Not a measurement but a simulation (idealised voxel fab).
process module | voxel plated lines
cross-section cut | 170 nm wide | cells 5 nm
A cross-section is a grid of square cells, given in bands from the top down. A band is one or more rows of cells.
Each band's line starts with the height of the band's top and of its bottom, in nm. Then come its materials from left to right, each with its width in nm. One material with "throughout" fills the band from edge to edge. "air" is empty space.
Height 0 is the level under which the wafer as received is all one material. The lowest band goes on downwards, as in "0 down".
A width such as "30 to 40" changes by the same amount from each row of cells to the next, from the band's top row to its bottom row.
"no change" after a step means that no cell of the cross-section changed.
closed voids: empty space of 8 cells or more with no open way to the top, each as width x height at its distance from the left edge, in nm
after a step's settings: what the simulator itself notes on the step
overlay nm, on a step with a mask: how far to the right of its planned place the mask lay; to the left if negative
plan
1 op RECEIVE | material Si
2 op CONFORMAL_DEP | material SiN | thk nm 5
3 op DIRECTIONAL_DEP | material TiN | thk nm 5
4 op PATTERN | tone open | mask id LINES | material resist | width nm 25 | pitch nm 40 | thk nm 25 | overlay nm 0
5 op EPI | material Ru | thk nm 5
6 op EPI | material Ru | thk nm 5
7 op STRIP | etch materials resist
8 op DIRECTIONAL_ETCH | etch materials TiN | depth nm 5
9 op CONFORMAL_DEP | material SiO2 | thk nm 5
first wafer, as planned
as received, after step 1
  0 down: Si throughout
  closed voids: none
after step 2
  5 to 0: SiN throughout
  below 0: unchanged
after step 3
  10 to 5: TiN throughout
  below 5: unchanged
after step 4
  35 to 10: resist 50 | air 25 | resist 15 | air 25 | resist 55
  below 10: unchanged
after step 5
  35 to 15: resist 50 | air 25 | resist 15 | air 25 | resist 55
  15 to 10: resist 50 | Ru 25 | resist 15 | Ru 25 | resist 55
  below 10: unchanged
after step 6
  35 to 20: resist 50 | air 25 | resist 15 | air 25 | resist 55
  20 to 10: resist 50 | Ru 25 | resist 15 | Ru 25 | resist 55
  below 10: unchanged
after step 7
  20 to 10: air 50 | Ru 25 | air 15 | Ru 25 | air 55
  below 10: unchanged
after step 8
  20 to 10: air 50 | Ru 25 | air 15 | Ru 25 | air 55
  10 to 5: air 50 | TiN 25 | air 15 | TiN 25 | air 55
  below 5: unchanged
after step 9
  25 to 20: air 45 | SiO2 35 | air 5 | SiO2 35 | air 50
  20 to 10: air 45 | SiO2 5 | Ru 25 | SiO2 5 | air 5 | SiO2 5 | Ru 25 | SiO2 5 | air 50
  10 to 5: SiO2 50 | TiN 25 | SiO2 15 | TiN 25 | SiO2 55
  below 5: unchanged
second wafer: like start, like plan, one mistake. Through step 4 it matches the first wafer
when step 6 should have ended
  35 to 15: resist 50 | air 25 | resist 15 | air 25 | resist 55
  15 to 10: resist 50 | Ru 25 | resist 15 | Ru 25 | resist 55
  below 10: unchanged
when step 7 should have ended
  15 to 10: air 50 | Ru 25 | air 15 | Ru 25 | air 55
  below 10: unchanged
when step 8 should have ended
  15 to 10: air 50 | Ru 25 | air 15 | Ru 25 | air 55
  10 to 5: air 50 | TiN 25 | air 15 | TiN 25 | air 55
  below 5: unchanged
when step 9 should have ended
  20 to 15: air 45 | SiO2 35 | air 5 | SiO2 35 | air 50
  15 to 10: air 45 | SiO2 5 | Ru 25 | SiO2 5 | air 5 | SiO2 5 | Ru 25 | SiO2 5 | air 50
  10 to 5: SiO2 50 | TiN 25 | SiO2 15 | TiN 25 | SiO2 55
  below 5: unchanged
what went wrong: one of the steps 5 and 6, which are alike, was left out
at the end the second wafer has, in cells: 10 fewer of Ru | 4 fewer of SiO2
